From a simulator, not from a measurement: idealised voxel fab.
Process module heading - voxel capacitor over wiring
Section cut is 215 nm wide and gridded with 5 nm square cells.
Heads up, the way a cross-section reads in here is a grid of square cells, handed over as bands from the top down, with every band being one or more rows of cells.
Band: top and bottom heights (nm) first, top before bottom; then materials from left to right, widths in nm. "everywhere" marks a sole material filling the band edge to edge. "empty" denotes empty space.
Ref level 0: as-received wafer is one material below here. Bottom band extends down with no lower bound ("top 0, no bottom").
The expression "30->40" gives the width at the extremes of the band, the first number at its top row of cells and the second at its bottom row, with the width changing by equal amounts from each row to the next in between.
Key: "identical to before" - step with no changed cell in the cross-section.
Empty spaces counting at least 8 cells and having no open way to the top are listed in "Enclosed void entries". The notation width x height at distance is used for each, the distance being from the left edge and all three values in nm.
If you see something after the settings on a step's line, that's the simulator's own remark about that step.
A step's line can hold "overlay nm"; with a mask on that step, the setting says how far right of the planned place the mask lay, while a negative setting says it lay to the left.

### Intended process steps
step 1: RECEIVE,material Si
step 2: CONFORMAL_DEP,material SiO2,thk nm 15
step 3: CONFORMAL_DEP,material SiCN,thk nm 5
step 4: DIRECTIONAL_DEP,material SiO2,thk nm 20
step 5: MASKED_ETCH,tone open,mask id METAL_1,width nm 30,pitch nm 80,etch materials SiO2,depth nm 20,overlay nm 0
step 6: MASKED_ETCH,tone open,mask id METAL_1,width nm 30,pitch nm 80,etch materials SiCN,depth nm 5,overlay nm 0
step 7: CONFORMAL_DEP,material TiN,thk nm 5
step 8: FILL_DEP,material Cu,thk nm 10
step 9: CMP,height nm 40
step 10: CONFORMAL_DEP,material SiCN,thk nm 5
step 11: DIRECTIONAL_DEP,material lowk,thk nm 15
step 12: MASKED_ETCH,tone open,mask id PLUG_1,width nm 15,etch materials lowk,depth nm 15,overlay nm 0
step 13: MASKED_ETCH,tone open,mask id PLUG_1,width nm 15,etch materials SiCN,depth nm 5,overlay nm 0
step 14: CONFORMAL_DEP,material TiN,thk nm 5
step 15: FILL_DEP,material W,thk nm 10
step 16: CMP,height nm 60
step 17: DIRECTIONAL_DEP,material TiN,thk nm 10
step 18: DIRECTIONAL_DEP,material HfO2,thk nm 5
step 19: DIRECTIONAL_DEP,material TiN,thk nm 5
step 20: MASKED_ETCH,tone cover,mask id UPPER_PLATE,width nm 55,etch materials TiN,depth nm 5,overlay nm 0
step 21: MASKED_ETCH,tone cover,mask id UPPER_PLATE,width nm 55,etch materials HfO2,depth nm 5,overlay nm 0
step 22: MASKED_ETCH,tone cover,mask id LOWER_PLATE,width nm 65,etch materials TiN,depth nm 10,overlay nm -15
step 23: FILL_DEP,material SiO2,thk nm 20
step 24: CMP,height nm 95
step 25: MASKED_ETCH,tone open,mask id PLUG_2,width nm 15,etch materials SiO2,depth nm 15,overlay nm 0
step 26: CONFORMAL_DEP,material TiN,thk nm 5
step 27: FILL_DEP,material Cu,thk nm 10
step 28: CMP,height nm 95
step 29: CONFORMAL_DEP,material SiCN,thk nm 5
Where the wafers of this document differ is in the overlay nm of step 22; they start out the same, and the plan states the value that applied to the first wafer.

### As-received cross-section, first of several wafers, post step 1
* top 0, no bottom: Si everywhere
* Enclosed void entries: none

### Row per wafer, end-of-module: cell gain (+)/loss (-) by material since the wafer came in, then closed voids
overlay nm -15; +34 Cu; +11 HfO2; +114 SiCN; +495 SiO2; +83 TiN; +3 W; +120 lowk; Enclosed void entries: none
overlay nm -10; +34 Cu; +11 HfO2; +114 SiCN; +496 SiO2; +82 TiN; +3 W; +120 lowk; Enclosed void entries: none
overlay nm -5; +34 Cu; +11 HfO2; +114 SiCN; +497 SiO2; +81 TiN; +3 W; +120 lowk; Enclosed void entries: none
overlay nm 0; +34 Cu; +11 HfO2; +114 SiCN; +497 SiO2; +81 TiN; +3 W; +120 lowk; Enclosed void entries: none
overlay nm 5; +34 Cu; +11 HfO2; +114 SiCN; +497 SiO2; +81 TiN; +3 W; +120 lowk; Enclosed void entries: none
overlay nm 10; +34 Cu; +11 HfO2; +114 SiCN; +496 SiO2; +82 TiN; +3 W; +120 lowk; Enclosed void entries: none
overlay nm 15; +34 Cu; +11 HfO2; +114 SiCN; +495 SiO2; +83 TiN; +3 W; +120 lowk; Enclosed void entries: none
